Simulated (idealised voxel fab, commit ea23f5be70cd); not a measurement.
process module | voxel local oxidation
cross-section cut | 160 nm wide | cells 5 nm
A cross-section is a grid of square cells, given in bands from the top down. A band is one or more rows of cells.
Each band's line starts with the height of the band's top and of its bottom, in nm. Then come its materials from left to right, each with its width in nm. One material with "throughout" fills the band from edge to edge. "air" is empty space.
Height 0 is the level under which the wafer as received is all one material. The lowest band goes on downwards, as in "0 down".
A width such as "30 to 40" changes by the same amount from each row of cells to the next, from the band's top row to its bottom row.
"no change" after a step means that no cell of the cross-section changed.
closed voids: empty space of 8 cells or more with no open way to the top, each as width x height at its distance from the left edge, in nm
after a step's settings: what the simulator itself notes on the step
overlay nm, on a step with a mask: how far to the right of its planned place the mask lay; to the left if negative
plan
1 op RECEIVE | material Si
2 op CONFORMAL_DEP | material SiO2 | thk nm 5
3 op CONFORMAL_DEP | material SiN | thk nm 15
4 op DIRECTIONAL_DEP | material aC | thk nm 15
5 op PATTERN | tone cover | mask id ACTIVE | material resist | width nm 100 | thk nm 30 | overlay nm 0
6 op DIRECTIONAL_ETCH | etch materials aC | depth nm 15
7 op STRIP | etch materials resist
8 op DIRECTIONAL_ETCH | etch materials SiN | depth nm 15
9 op STRIP | etch materials aC
10 op SELECTIVE_ETCH | etch materials SiO2 | depth nm 5
11 op OXIDIZE | depth nm 10
12 op STRIP | etch materials SiN
as received, after step 1
  0 down: Si throughout
  closed voids: none
first wafer at the end, as planned
  5 to 0: air 35 | SiO2 90 | air 35
  0 to -10: SiO2 45 | Si 70 | SiO2 45
  -10 down: Si throughout
  closed voids: none
second wafer at the end: like start, like plan, one mistake
  5 to 0: air 30 | SiO2 90 | air 40
  0 to -10: SiO2 40 | Si 70 | SiO2 50
  -10 down: Si throughout
  closed voids: none
what went wrong: step 5 ran as: op PATTERN | tone cover | mask id ACTIVE | material resist | width nm 100 | thk nm 30 | overlay nm -5
at the end the second wafer has, in cells: as many of each material as the first, in other places
